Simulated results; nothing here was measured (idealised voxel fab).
process module | voxel wiring stack
cross-section cut | 220 nm wide | cells 5 nm
A cross-section is a grid of square cells, given in bands from the top down. A band is one or more rows of cells.
Each band's line starts with the height of the band's top and of its bottom, in nm. Then come its materials from left to right, each with its width in nm. One material with "throughout" fills the band from edge to edge. "air" is empty space.
Height 0 is the level under which the wafer as received is all one material. The lowest band goes on downwards, as in "0 down".
A width such as "30 to 40" changes by the same amount from each row of cells to the next, from the band's top row to its bottom row.
"no change" after a step means that no cell of the cross-section changed.
closed voids: empty space of 8 cells or more with no open way to the top, each as width x height at its distance from the left edge, in nm
after a step's settings: what the simulator itself notes on the step
overlay nm, on a step with a mask: how far to the right of its planned place the mask lay; to the left if negative
Each pair below shows a cross-section before one step and the cross-section after it, down to the lowest band that changed. The line under each pair gives the step between them, with its settings. The pairs can come from different runs of this module on the same starting wafer, so a pair continues from the pair above only where its "before" says so.
before
  175 to 160: air 25 | resist 30 | air 15 | resist 30 | air 15 | resist 30 | air 15 | resist 30 | air 30
  160 to 135: W throughout
  135 to 130: TiN throughout
  130 to 115: lowk 25 | TiN 5 | W 5 | TiN 5 | lowk 30 | TiN 5 | W 5 | TiN 5 | lowk 30 | TiN 5 | W 5 | TiN 5 | lowk 30 | TiN 5 | W 5 | TiN 5 | lowk 45
  115 to 110: SiCN 25 | TiN 15 | SiCN 30 | TiN 15 | SiCN 30 | TiN 15 | SiCN 30 | TiN 15 | SiCN 45
  110 to 95: lowk 25 | TiN 5 | Ru 5 | TiN 5 | lowk 75 | TiN 5 | Ru 5 | TiN 5 | lowk 90
  95 to 90: lowk 25 | TiN 15 | lowk 75 | TiN 15 | lowk 90
  90 to 80: lowk throughout
  80 to 75: SiCN throughout
  75 to 60: SiO2 25 | TiN 5 | Cu 20 | TiN 5 | SiO2 15 | TiN 5 | Cu 20 | TiN 5 | SiO2 15 | TiN 5 | Cu 20 | TiN 5 | SiO2 15 | TiN 5 | Cu 20 | TiN 5 | SiO2 30
  60 to 55: SiO2 25 | TiN 5 | Cu 5 | TiN 20 | SiO2 15 | TiN 5 | Cu 5 | TiN 20 | SiO2 15 | TiN 5 | Cu 5 | TiN 20 | SiO2 15 | TiN 5 | Cu 5 | TiN 20 | SiO2 30
  55 to 45: SiO2 25 | TiN 5 | Cu 5 | TiN 5 | SiO2 30 | TiN 5 | Cu 5 | TiN 5 | SiO2 30 | TiN 5 | Cu 5 | TiN 5 | SiO2 30 | TiN 5 | Cu 5 | TiN 5 | SiO2 45
  45 to 40: SiCN 25 | TiN 15 | SiCN 30 | TiN 15 | SiCN 30 | TiN 15 | SiCN 30 | TiN 15 | SiCN 45
  40 to 35: SiCN 20 | Ru 40 | SiCN 5 | Ru 40 | SiCN 5 | Ru 40 | SiCN 5 | Ru 40 | SiCN 25
  35 to 20: SiO2 25 | TiN 5 | Cu 20 | TiN 5 | SiO2 15 | TiN 5 | Cu 20 | TiN 5 | SiO2 15 | TiN 5 | Cu 20 | TiN 5 | SiO2 15 | TiN 5 | Cu 20 | TiN 5 | SiO2 30
  20 to 15: SiN 25 | TiN 30 | SiN 15 | TiN 30 | SiN 15 | TiN 30 | SiN 15 | TiN 30 | SiN 30
  15 to 0: SiO2 throughout
  0 down: Si throughout
  closed voids: none
after
  175 to 160: air 25 | resist 30 | air 15 | resist 30 | air 15 | resist 30 | air 15 | resist 30 | air 30
  160 to 135: air 25 | W 30 | air 15 | W 30 | air 15 | W 30 | air 15 | W 30 | air 30
  below 135: unchanged
  closed voids: none
the step between: op DIRECTIONAL_ETCH | etch materials W | depth nm 25
before: the cross-section after the pair above
after
  175 to 160: air 25 | resist 30 | air 15 | resist 30 | air 15 | resist 30 | air 15 | resist 30 | air 30
  160 to 135: air 25 | W 30 | air 15 | W 30 | air 15 | W 30 | air 15 | W 30 | air 30
  135 to 130: air 25 | TiN 30 | air 15 | TiN 30 | air 15 | TiN 30 | air 15 | TiN 30 | air 30
  below 130: unchanged
  closed voids: none
the step between: op DIRECTIONAL_ETCH | etch materials TiN | depth nm 5
before: the cross-section after the pair above
after
  160 to 135: air 25 | W 30 | air 15 | W 30 | air 15 | W 30 | air 15 | W 30 | air 30
  below 135: unchanged
  closed voids: none
the step between: op STRIP | etch materials resist
before: the cross-section after the pair above
after
  170 to 160: SiO2 throughout
  160 to 135: SiO2 25 | W 30 | SiO2 15 | W 30 | SiO2 15 | W 30 | SiO2 15 | W 30 | SiO2 30
  135 to 130: SiO2 25 | TiN 30 | SiO2 15 | TiN 30 | SiO2 15 | TiN 30 | SiO2 15 | TiN 30 | SiO2 30
  below 130: unchanged
  closed voids: none
the step between: op FILL_DEP | material SiO2 | thk nm 10
before: the cross-section after the pair above
after
  160 to 135: SiO2 25 | W 30 | SiO2 15 | W 30 | SiO2 15 | W 30 | SiO2 15 | W 30 | SiO2 30
  below 135: unchanged
  closed voids: none
the step between: op CMP | height nm 160
before: the cross-section after the pair above
after
  165 to 160: SiN throughout
  below 160: unchanged
  closed voids: none
the step between: op CONFORMAL_DEP | material SiN | thk nm 5
before
  110 to 95: lowk 25 | TiN 5 | Ru 20 | TiN 5 | lowk 15 | TiN 5 | Ru 20 | TiN 5 | lowk 15 | TiN 5 | Ru 20 | TiN 5 | lowk 15 | TiN 5 | Ru 20 | TiN 5 | lowk 30
  95 to 90: lowk 25 | TiN 5 | Ru 5 | TiN 20 | lowk 15 | TiN 30 | lowk 15 | TiN 5 | Ru 5 | TiN 20 | lowk 15 | TiN 30 | lowk 30
  90 to 80: lowk 25 | TiN 5 | Ru 5 | TiN 5 | lowk 75 | TiN 5 | Ru 5 | TiN 5 | lowk 90
  80 to 75: SiCN 25 | TiN 15 | SiCN 75 | TiN 15 | SiCN 90
  75 to 60: SiO2 25 | TiN 5 | Cu 20 | TiN 5 | SiO2 15 | TiN 5 | Cu 20 | TiN 5 | SiO2 15 | TiN 5 | Cu 20 | TiN 5 | SiO2 15 | TiN 5 | Cu 20 | TiN 5 | SiO2 30
  60 to 55: SiO2 25 | TiN 5 | Cu 5 | TiN 20 | SiO2 15 | TiN 5 | Cu 5 | TiN 20 | SiO2 15 | TiN 5 | Cu 5 | TiN 20 | SiO2 15 | TiN 5 | Cu 5 | TiN 20 | SiO2 30
  55 to 45: SiO2 25 | TiN 5 | Cu 5 | TiN 5 | SiO2 30 | TiN 5 | Cu 5 | TiN 5 | SiO2 30 | TiN 5 | Cu 5 | TiN 5 | SiO2 30 | TiN 5 | Cu 5 | TiN 5 | SiO2 45
  45 to 40: SiCN 25 | TiN 15 | SiCN 30 | TiN 15 | SiCN 30 | TiN 15 | SiCN 30 | TiN 15 | SiCN 45
  40 to 35: SiCN 20 | Ru 40 | SiCN 5 | Ru 40 | SiCN 5 | Ru 40 | SiCN 5 | Ru 40 | SiCN 25
  35 to 20: SiO2 25 | TiN 5 | Cu 20 | TiN 5 | SiO2 15 | TiN 5 | Cu 20 | TiN 5 | SiO2 15 | TiN 5 | Cu 20 | TiN 5 | SiO2 15 | TiN 5 | Cu 20 | TiN 5 | SiO2 30
  20 to 15: SiN 25 | TiN 30 | SiN 15 | TiN 30 | SiN 15 | TiN 30 | SiN 15 | TiN 30 | SiN 30
  15 to 0: SiO2 throughout
  0 down: Si throughout
  closed voids: none
after
  125 to 110: lowk throughout
  below 110: unchanged
  closed voids: none
the step between: op DIRECTIONAL_DEP | material lowk | thk nm 15
before: the cross-section after the pair above
after
  130 to 125: SiCN throughout
  below 125: unchanged
  closed voids: none
the step between: op CONFORMAL_DEP | material SiCN | thk nm 5
before: the cross-section after the pair above
after
  145 to 130: aC throughout
  below 130: unchanged
  closed voids: none
the step between: op DIRECTIONAL_DEP | material aC | thk nm 15
before: the cross-section after the pair above
after
  175 to 145: resist 25 | air 15 | resist 30 | air 15 | resist 30 | air 15 | resist 30 | air 15 | resist 45
  below 145: unchanged
  closed voids: none
the step between: op PATTERN | tone open | mask id PLUG_3 | material resist | width nm 15 | pitch nm 45 | thk nm 30 | overlay nm 0
before: the cross-section after the pair above
after
  160 to 145: resist 25 | air 15 | resist 30 | air 15 | resist 30 | air 15 | resist 30 | air 15 | resist 45
  145 to 130: aC 25 | air 15 | aC 30 | air 15 | aC 30 | air 15 | aC 30 | air 15 | aC 45
  below 130: unchanged
  closed voids: none
the step between: op DIRECTIONAL_ETCH | etch materials aC | depth nm 15
before: the cross-section after the pair above
after
  145 to 130: aC 25 | air 15 | aC 30 | air 15 | aC 30 | air 15 | aC 30 | air 15 | aC 45
  below 130: unchanged
  closed voids: none
the step between: op STRIP | etch materials resist
before: the cross-section after the pair above
after
  145 to 130: aC 25 | air 15 | aC 30 | air 15 | aC 30 | air 15 | aC 30 | air 15 | aC 45
  130 to 125: SiCN 25 | air 15 | SiCN 30 | air 15 | SiCN 30 | air 15 | SiCN 30 | air 15 | SiCN 45
  below 125: unchanged
  closed voids: none
the step between: op DIRECTIONAL_ETCH | etch materials SiCN | depth nm 5
before: the cross-section after the pair above
after
  130 to 125: SiCN 25 | air 15 | SiCN 30 | air 15 | SiCN 30 | air 15 | SiCN 30 | air 15 | SiCN 45
  below 125: unchanged
  closed voids: none
the step between: op STRIP | etch materials aC
before: the cross-section after the pair above
after
  135 to 130: TiN 30 | air 5 | TiN 40 | air 5 | TiN 40 | air 5 | TiN 40 | air 5 | TiN 50
  130 to 125: SiCN 25 | TiN 15 | SiCN 30 | TiN 15 | SiCN 30 | TiN 15 | SiCN 30 | TiN 15 | SiCN 45
  below 125: unchanged
  closed voids: none
the step between: op CONFORMAL_DEP | material TiN | thk nm 5
before: the cross-section after the pair above
after
  140 to 135: W throughout
  135 to 130: TiN 30 | W 5 | TiN 40 | W 5 | TiN 40 | W 5 | TiN 40 | W 5 | TiN 50
  below 130: unchanged
  closed voids: none
the step between: op FILL_DEP | material W | thk nm 5
before: the cross-section after the pair above
after
  130 to 125: SiCN 25 | TiN 15 | SiCN 30 | TiN 15 | SiCN 30 | TiN 15 | SiCN 30 | TiN 15 | SiCN 45
  below 125: unchanged
  closed voids: none
the step between: op CMP | height nm 130
before: the cross-section after the pair above
after
  135 to 130: TiN throughout
  below 130: unchanged
  closed voids: none
the step between: op DIRECTIONAL_DEP | material TiN | thk nm 5
before: the cross-section after the pair above
after
  160 to 135: W throughout
  below 135: unchanged
  closed voids: none
the step between: op DIRECTIONAL_DEP | material W | thk nm 25
before: the cross-section after the pair above
after
  175 to 160: air 25 | resist 30 | air 15 | resist 30 | air 15 | resist 30 | air 15 | resist 30 | air 30
  below 160: unchanged
  closed voids: none
the step between: op PATTERN | tone cover | mask id METAL_4 | material resist | width nm 30 | pitch nm 45 | thk nm 15 | overlay nm 0
before: the cross-section after the pair above
after
  175 to 160: air 25 | resist 30 | air 15 | resist 30 | air 15 | resist 30 | air 15 | resist 30 | air 30
  160 to 135: air 25 | W 30 | air 15 | W 30 | air 15 | W 30 | air 15 | W 30 | air 30
  below 135: unchanged
  closed voids: none
the step between: op DIRECTIONAL_ETCH | etch materials W | depth nm 25
before: the cross-section after the pair above
after
  175 to 160: air 25 | resist 30 | air 15 | resist 30 | air 15 | resist 30 | air 15 | resist 30 | air 30
  160 to 135: air 25 | W 30 | air 15 | W 30 | air 15 | W 30 | air 15 | W 30 | air 30
  135 to 130: air 25 | TiN 30 | air 15 | TiN 30 | air 15 | TiN 30 | air 15 | TiN 30 | air 30
  below 130: unchanged
  closed voids: none
the step between: op DIRECTIONAL_ETCH | etch materials TiN | depth nm 5
before: the cross-section after the pair above
after
  160 to 135: air 25 | W 30 | air 15 | W 30 | air 15 | W 30 | air 15 | W 30 | air 30
  below 135: unchanged
  closed voids: none
the step between: op STRIP | etch materials resist
before: the cross-section after the pair above
after
  170 to 160: SiO2 throughout
  160 to 135: SiO2 25 | W 30 | SiO2 15 | W 30 | SiO2 15 | W 30 | SiO2 15 | W 30 | SiO2 30
  135 to 130: SiO2 25 | TiN 30 | SiO2 15 | TiN 30 | SiO2 15 | TiN 30 | SiO2 15 | TiN 30 | SiO2 30
  below 130: unchanged
  closed voids: none
the step between: op FILL_DEP | material SiO2 | thk nm 10
before: the cross-section after the pair above
after
  160 to 135: SiO2 25 | W 30 | SiO2 15 | W 30 | SiO2 15 | W 30 | SiO2 15 | W 30 | SiO2 30
  below 135: unchanged
  closed voids: none
the step between: op CMP | height nm 160
before: the cross-section after the pair above
after
  165 to 160: SiN throughout
  below 160: unchanged
  closed voids: none
the step between: op CONFORMAL_DEP | material SiN | thk nm 5
before
  140 to 135: W throughout
  135 to 130: TiN 30 | W 5 | TiN 40 | W 5 | TiN 40 | W 5 | TiN 40 | W 5 | TiN 50
  130 to 115: lowk 25 | TiN 5 | W 5 | TiN 5 | lowk 30 | TiN 5 | W 5 | TiN 5 | lowk 30 | TiN 5 | W 5 | TiN 5 | lowk 30 | TiN 5 | W 5 | TiN 5 | lowk 45
  115 to 110: SiCN 25 | TiN 15 | SiCN 30 | TiN 15 | SiCN 30 | TiN 15 | SiCN 30 | TiN 15 | SiCN 45
  110 to 95: lowk 25 | TiN 5 | Ru 20 | TiN 5 | lowk 15 | TiN 5 | Ru 20 | TiN 5 | lowk 15 | TiN 5 | Ru 20 | TiN 5 | lowk 15 | TiN 5 | Ru 20 | TiN 5 | lowk 30
  95 to 90: lowk 25 | TiN 5 | Ru 5 | TiN 20 | lowk 15 | TiN 30 | lowk 15 | TiN 5 | Ru 5 | TiN 20 | lowk 15 | TiN 30 | lowk 30
  90 to 80: lowk 25 | TiN 5 | Ru 5 | TiN 5 | lowk 75 | TiN 5 | Ru 5 | TiN 5 | lowk 90
  80 to 75: SiCN 25 | TiN 15 | SiCN 75 | TiN 15 | SiCN 90
  75 to 60: SiO2 25 | TiN 5 | Cu 20 | TiN 5 | SiO2 15 | TiN 5 | Cu 20 | TiN 5 | SiO2 15 | TiN 5 | Cu 20 | TiN 5 | SiO2 15 | TiN 5 | Cu 20 | TiN 5 | SiO2 30
  60 to 55: SiO2 25 | TiN 5 | Cu 5 | TiN 20 | SiO2 15 | TiN 5 | Cu 5 | TiN 20 | SiO2 15 | TiN 5 | Cu 5 | TiN 20 | SiO2 15 | TiN 5 | Cu 5 | TiN 20 | SiO2 30
  55 to 45: SiO2 25 | TiN 5 | Cu 5 | TiN 5 | SiO2 30 | TiN 5 | Cu 5 | TiN 5 | SiO2 30 | TiN 5 | Cu 5 | TiN 5 | SiO2 30 | TiN 5 | Cu 5 | TiN 5 | SiO2 45
  45 to 40: SiCN 25 | TiN 15 | SiCN 30 | TiN 15 | SiCN 30 | TiN 15 | SiCN 30 | TiN 15 | SiCN 45
  40 to 35: SiCN 20 | Ru 40 | SiCN 5 | Ru 40 | SiCN 5 | Ru 40 | SiCN 5 | Ru 40 | SiCN 25
  35 to 20: SiO2 25 | TiN 5 | Cu 20 | TiN 5 | SiO2 15 | TiN 5 | Cu 20 | TiN 5 | SiO2 15 | TiN 5 | Cu 20 | TiN 5 | SiO2 15 | TiN 5 | Cu 20 | TiN 5 | SiO2 30
  20 to 15: SiN 25 | TiN 30 | SiN 15 | TiN 30 | SiN 15 | TiN 30 | SiN 15 | TiN 30 | SiN 30
  15 to 0: SiO2 throughout
  0 down: Si throughout
  closed voids: none
after
  125 to 115: lowk 25 | TiN 5 | W 5 | TiN 5 | lowk 30 | TiN 5 | W 5 | TiN 5 | lowk 30 | TiN 5 | W 5 | TiN 5 | lowk 30 | TiN 5 | W 5 | TiN 5 | lowk 45
  below 115: unchanged
  closed voids: none
the step between: op CMP | height nm 125
before: the cross-section after the pair above
after
  130 to 125: TiN throughout
  below 125: unchanged
  closed voids: none
the step between: op DIRECTIONAL_DEP | material TiN | thk nm 5
before: the cross-section after the pair above
after
  155 to 130: W throughout
  below 130: unchanged
  closed voids: none
the step between: op DIRECTIONAL_DEP | material W | thk nm 25
before: the cross-section after the pair above
after
  170 to 155: air 25 | resist 30 | air 15 | resist 30 | air 15 | resist 30 | air 15 | resist 30 | air 30
  below 155: unchanged
  closed voids: none
the step between: op PATTERN | tone cover | mask id METAL_4 | material resist | width nm 30 | pitch nm 45 | thk nm 15 | overlay nm 0
before: the cross-section after the pair above
after
  170 to 155: air 25 | resist 30 | air 15 | resist 30 | air 15 | resist 30 | air 15 | resist 30 | air 30
  155 to 130: air 25 | W 30 | air 15 | W 30 | air 15 | W 30 | air 15 | W 30 | air 30
  below 130: unchanged
  closed voids: none
the step between: op DIRECTIONAL_ETCH | etch materials W | depth nm 25
before: the cross-section after the pair above
after
  170 to 155: air 25 | resist 30 | air 15 | resist 30 | air 15 | resist 30 | air 15 | resist 30 | air 30
  155 to 130: air 25 | W 30 | air 15 | W 30 | air 15 | W 30 | air 15 | W 30 | air 30
  130 to 125: air 25 | TiN 30 | air 15 | TiN 30 | air 15 | TiN 30 | air 15 | TiN 30 | air 30
  below 125: unchanged
  closed voids: none
the step between: op DIRECTIONAL_ETCH | etch materials TiN | depth nm 5
before: the cross-section after the pair above
after
  155 to 130: air 25 | W 30 | air 15 | W 30 | air 15 | W 30 | air 15 | W 30 | air 30
  below 130: unchanged
  closed voids: none
the step between: op STRIP | etch materials resist
before: the cross-section after the pair above
after
  165 to 155: SiO2 throughout
  155 to 130: SiO2 25 | W 30 | SiO2 15 | W 30 | SiO2 15 | W 30 | SiO2 15 | W 30 | SiO2 30
  130 to 125: SiO2 25 | TiN 30 | SiO2 15 | TiN 30 | SiO2 15 | TiN 30 | SiO2 15 | TiN 30 | SiO2 30
  below 125: unchanged
  closed voids: none
the step between: op FILL_DEP | material SiO2 | thk nm 10
before: the cross-section after the pair above
after
  160 to 155: SiO2 throughout
  below 155: unchanged
  closed voids: none
the step between: op CMP | height nm 160
before: the cross-section after the pair above
after
  165 to 160: SiN throughout
  below 160: unchanged
  closed voids: none
the step between: op CONFORMAL_DEP | material SiN | thk nm 5
before
  110 to 80: lowk 25 | air 15 | lowk 75 | air 15 | lowk 90
  80 to 75: SiCN throughout
  75 to 60: SiO2 25 | TiN 5 | Cu 20 | TiN 5 | SiO2 15 | TiN 5 | Cu 20 | TiN 5 | SiO2 15 | TiN 5 | Cu 20 | TiN 5 | SiO2 15 | TiN 5 | Cu 20 | TiN 5 | SiO2 30
  60 to 55: SiO2 25 | TiN 5 | Cu 5 | TiN 20 | SiO2 15 | TiN 5 | Cu 5 | TiN 20 | SiO2 15 | TiN 5 | Cu 5 | TiN 20 | SiO2 15 | TiN 5 | Cu 5 | TiN 20 | SiO2 30
  55 to 45: SiO2 25 | TiN 5 | Cu 5 | TiN 5 | SiO2 30 | TiN 5 | Cu 5 | TiN 5 | SiO2 30 | TiN 5 | Cu 5 | TiN 5 | SiO2 30 | TiN 5 | Cu 5 | TiN 5 | SiO2 45
  45 to 40: SiCN 25 | TiN 15 | SiCN 30 | TiN 15 | SiCN 30 | TiN 15 | SiCN 30 | TiN 15 | SiCN 45
  40 to 35: SiCN 20 | Ru 40 | SiCN 5 | Ru 40 | SiCN 5 | Ru 40 | SiCN 5 | Ru 40 | SiCN 25
  35 to 20: SiO2 25 | TiN 5 | Cu 20 | TiN 5 | SiO2 15 | TiN 5 | Cu 20 | TiN 5 | SiO2 15 | TiN 5 | Cu 20 | TiN 5 | SiO2 15 | TiN 5 | Cu 20 | TiN 5 | SiO2 30
  20 to 15: SiN 25 | TiN 30 | SiN 15 | TiN 30 | SiN 15 | TiN 30 | SiN 15 | TiN 30 | SiN 30
  15 to 0: SiO2 throughout
  0 down: Si throughout
  closed voids: none
after
  130 to 110: resist 30 | air 25 | resist 20 | air 25 | resist 20 | air 25 | resist 20 | air 25 | resist 30
  110 to 80: lowk 25 | resist 5 | air 10 | lowk 75 | resist 5 | air 10 | lowk 90
  below 80: unchanged
  closed voids: none
the step between: op PATTERN | tone open | mask id METAL_3 | material resist | width nm 25 | pitch nm 45 | thk nm 20 | overlay nm 0
before: the cross-section after the pair above
after
  130 to 110: resist 30 | air 25 | resist 20 | air 25 | resist 20 | air 25 | resist 20 | air 25 | resist 30
  110 to 90: lowk 25 | resist 5 | air 25 | lowk 20 | air 25 | lowk 15 | resist 5 | air 25 | lowk 20 | air 25 | lowk 30
  below 90: unchanged
  closed voids: none
the step between: op DIRECTIONAL_ETCH | etch materials lowk | depth nm 20
before: the cross-section after the pair above
after
  130 to 110: resist 30 | air 25 | resist 20 | air 25 | resist 20 | air 25 | resist 20 | air 25 | resist 30
  110 to 90: lowk 25 | resist 5 | air 25 | lowk 20 | air 25 | lowk 15 | resist 5 | air 25 | lowk 20 | air 25 | lowk 30
  90 to 80: lowk 25 | resist 5 | air 10 | lowk 75 | resist 5 | air 10 | lowk 90
  80 to 75: SiCN 30 | air 10 | SiCN 80 | air 10 | SiCN 90
  below 75: unchanged
  closed voids: none
the step between: op DIRECTIONAL_ETCH | etch materials SiCN | depth nm 5
before: the cross-section after the pair above
after
  110 to 90: lowk 25 | air 30 | lowk 20 | air 25 | lowk 15 | air 30 | lowk 20 | air 25 | lowk 30
  90 to 80: lowk 25 | air 15 | lowk 75 | air 15 | lowk 90
  below 80: unchanged
  closed voids: none
the step between: op STRIP | etch materials resist
before: the cross-section after the pair above
after
  115 to 110: TiN 30 | air 20 | TiN 30 | air 15 | TiN 25 | air 20 | TiN 30 | air 15 | TiN 35
  110 to 95: lowk 25 | TiN 5 | air 20 | TiN 5 | lowk 20 | TiN 5 | air 15 | TiN 5 | lowk 15 | TiN 5 | air 20 | TiN 5 | lowk 20 | TiN 5 | air 15 | TiN 5 | lowk 30
  95 to 90: lowk 25 | TiN 5 | air 5 | TiN 20 | lowk 20 | TiN 25 | lowk 15 | TiN 5 | air 5 | TiN 20 | lowk 20 | TiN 25 | lowk 30
  90 to 85: lowk 25 | TiN 5 | air 5 | TiN 5 | lowk 75 | TiN 5 | air 5 | TiN 5 | lowk 90
  85 to 80: lowk 25 | TiN 15 | lowk 75 | TiN 15 | lowk 90
  80 to 75: SiCN 30 | TiN 10 | SiCN 80 | TiN 10 | SiCN 90
  below 75: unchanged
  closed voids: none
the step between: op CONFORMAL_DEP | material TiN | thk nm 5
before: the cross-section after the pair above
after
  120 to 115: Ru throughout
  115 to 110: TiN 30 | Ru 20 | TiN 30 | Ru 15 | TiN 25 | Ru 20 | TiN 30 | Ru 15 | TiN 35
  110 to 95: lowk 25 | TiN 5 | Ru 20 | TiN 5 | lowk 20 | TiN 5 | Ru 15 | TiN 5 | lowk 15 | TiN 5 | Ru 20 | TiN 5 | lowk 20 | TiN 5 | Ru 15 | TiN 5 | lowk 30
  95 to 90: lowk 25 | TiN 5 | Ru 5 | TiN 20 | lowk 20 | TiN 25 | lowk 15 | TiN 5 | Ru 5 | TiN 20 | lowk 20 | TiN 25 | lowk 30
  90 to 85: lowk 25 | TiN 5 | Ru 5 | TiN 5 | lowk 75 | TiN 5 | Ru 5 | TiN 5 | lowk 90
  below 85: unchanged
  closed voids: none
the step between: op FILL_DEP | material Ru | thk nm 5
before: the cross-section after the pair above
after
  110 to 95: lowk 25 | TiN 5 | Ru 20 | TiN 5 | lowk 20 | TiN 5 | Ru 15 | TiN 5 | lowk 15 | TiN 5 | Ru 20 | TiN 5 | lowk 20 | TiN 5 | Ru 15 | TiN 5 | lowk 30
  below 95: unchanged
  closed voids: none
the step between: op CMP | height nm 110
before: the cross-section after the pair above
after
  115 to 110: SiCN throughout
  below 110: unchanged
  closed voids: none
the step between: op CONFORMAL_DEP | material SiCN | thk nm 5
before: the cross-section after the pair above
after
  130 to 115: lowk throughout
  below 115: unchanged
  closed voids: none
the step between: op DIRECTIONAL_DEP | material lowk | thk nm 15
before: the cross-section after the pair above
after
  145 to 130: aC throughout
  below 130: unchanged
  closed voids: none
the step between: op DIRECTIONAL_DEP | material aC | thk nm 15
before: the cross-section after the pair above
after
  175 to 145: resist 25 | air 15 | resist 30 | air 15 | resist 30 | air 15 | resist 30 | air 15 | resist 45
  below 145: unchanged
  closed voids: none
the step between: op PATTERN | tone open | mask id PLUG_3 | material resist | width nm 15 | pitch nm 45 | thk nm 30 | overlay nm 0
before: the cross-section after the pair above
after
  160 to 145: resist 25 | air 15 | resist 30 | air 15 | resist 30 | air 15 | resist 30 | air 15 | resist 45
  145 to 130: aC 25 | air 15 | aC 30 | air 15 | aC 30 | air 15 | aC 30 | air 15 | aC 45
  below 130: unchanged
  closed voids: none
the step between: op DIRECTIONAL_ETCH | etch materials aC | depth nm 15
before: the cross-section after the pair above
after
  145 to 130: aC 25 | air 15 | aC 30 | air 15 | aC 30 | air 15 | aC 30 | air 15 | aC 45
  below 130: unchanged
  closed voids: none
the step between: op STRIP | etch materials resist
before: the cross-section after the pair above
after
  145 to 130: aC 25 | air 15 | aC 30 | air 15 | aC 30 | air 15 | aC 30 | air 15 | aC 45
  130 to 115: lowk 25 | air 15 | lowk 30 | air 15 | lowk 30 | air 15 | lowk 30 | air 15 | lowk 45
  below 115: unchanged
  closed voids: none
the step between: op DIRECTIONAL_ETCH | etch materials lowk | depth nm 15
before: the cross-section after the pair above
after
  145 to 130: aC 25 | air 15 | aC 30 | air 15 | aC 30 | air 15 | aC 30 | air 15 | aC 45
  130 to 115: lowk 25 | air 15 | lowk 30 | air 15 | lowk 30 | air 15 | lowk 30 | air 15 | lowk 45
  115 to 110: SiCN 25 | air 15 | SiCN 30 | air 15 | SiCN 30 | air 15 | SiCN 30 | air 15 | SiCN 45
  below 110: unchanged
  closed voids: none
the step between: op DIRECTIONAL_ETCH | etch materials SiCN | depth nm 5
before: the cross-section after the pair above
after
  130 to 115: lowk 25 | air 15 | lowk 30 | air 15 | lowk 30 | air 15 | lowk 30 | air 15 | lowk 45
  below 115: unchanged
  closed voids: none
the step between: op STRIP | etch materials aC
before: the cross-section after the pair above
after
  135 to 130: TiN 30 | air 5 | TiN 40 | air 5 | TiN 40 | air 5 | TiN 40 | air 5 | TiN 50
  130 to 115: lowk 25 | TiN 5 | air 5 | TiN 5 | lowk 30 | TiN 5 | air 5 | TiN 5 | lowk 30 | TiN 5 | air 5 | TiN 5 | lowk 30 | TiN 5 | air 5 | TiN 5 | lowk 45
  115 to 110: SiCN 25 | TiN 15 | SiCN 30 | TiN 15 | SiCN 30 | TiN 15 | SiCN 30 | TiN 15 | SiCN 45
  below 110: unchanged
  closed voids: none
the step between: op CONFORMAL_DEP | material TiN | thk nm 5
before: the cross-section after the pair above
after
  140 to 135: W throughout
  135 to 130: TiN 30 | W 5 | TiN 40 | W 5 | TiN 40 | W 5 | TiN 40 | W 5 | TiN 50
  130 to 115: lowk 25 | TiN 5 | W 5 | TiN 5 | lowk 30 | TiN 5 | W 5 | TiN 5 | lowk 30 | TiN 5 | W 5 | TiN 5 | lowk 30 | TiN 5 | W 5 | TiN 5 | lowk 45
  below 115: unchanged
  closed voids: none
the step between: op FILL_DEP | material W | thk nm 5
before: the cross-section after the pair above
after
  130 to 115: lowk 25 | TiN 5 | W 5 | TiN 5 | lowk 30 | TiN 5 | W 5 | TiN 5 | lowk 30 | TiN 5 | W 5 | TiN 5 | lowk 30 | TiN 5 | W 5 | TiN 5 | lowk 45
  below 115: unchanged
  closed voids: none
the step between: op CMP | height nm 130
before: the cross-section after the pair above
after
  135 to 130: TiN throughout
  below 130: unchanged
  closed voids: none
the step between: op DIRECTIONAL_DEP | material TiN | thk nm 5
before: the cross-section after the pair above
after
  160 to 135: W throughout
  below 135: unchanged
  closed voids: none
the step between: op DIRECTIONAL_DEP | material W | thk nm 25
before: the cross-section after the pair above
after
  175 to 160: air 25 | resist 30 | air 15 | resist 30 | air 15 | resist 30 | air 15 | resist 30 | air 30
  below 160: unchanged
  closed voids: none
the step between: op PATTERN | tone cover | mask id METAL_4 | material resist | width nm 30 | pitch nm 45 | thk nm 15 | overlay nm 0
before: the cross-section after the pair above
after
  175 to 160: air 25 | resist 30 | air 15 | resist 30 | air 15 | resist 30 | air 15 | resist 30 | air 30
  160 to 135: air 25 | W 30 | air 15 | W 30 | air 15 | W 30 | air 15 | W 30 | air 30
  below 135: unchanged
  closed voids: none
the step between: op DIRECTIONAL_ETCH | etch materials W | depth nm 25
before: the cross-section after the pair above
after
  175 to 160: air 25 | resist 30 | air 15 | resist 30 | air 15 | resist 30 | air 15 | resist 30 | air 30
  160 to 135: air 25 | W 30 | air 15 | W 30 | air 15 | W 30 | air 15 | W 30 | air 30
  135 to 130: air 25 | TiN 30 | air 15 | TiN 30 | air 15 | TiN 30 | air 15 | TiN 30 | air 30
  below 130: unchanged
  closed voids: none
the step between: op DIRECTIONAL_ETCH | etch materials TiN | depth nm 5
before: the cross-section after the pair above
after
  160 to 135: air 25 | W 30 | air 15 | W 30 | air 15 | W 30 | air 15 | W 30 | air 30
  below 135: unchanged
  closed voids: none
the step between: op STRIP | etch materials resist
before: the cross-section after the pair above
after
  170 to 160: SiO2 throughout
  160 to 135: SiO2 25 | W 30 | SiO2 15 | W 30 | SiO2 15 | W 30 | SiO2 15 | W 30 | SiO2 30
  135 to 130: SiO2 25 | TiN 30 | SiO2 15 | TiN 30 | SiO2 15 | TiN 30 | SiO2 15 | TiN 30 | SiO2 30
  below 130: unchanged
  closed voids: none
the step between: op FILL_DEP | material SiO2 | thk nm 10
before: the cross-section after the pair above
after
  160 to 135: SiO2 25 | W 30 | SiO2 15 | W 30 | SiO2 15 | W 30 | SiO2 15 | W 30 | SiO2 30
  below 135: unchanged
  closed voids: none
the step between: op CMP | height nm 160
before: the cross-section after the pair above
after
  165 to 160: SiN throughout
  below 160: unchanged
  closed voids: none
the step between: op CONFORMAL_DEP | material SiN | thk nm 5
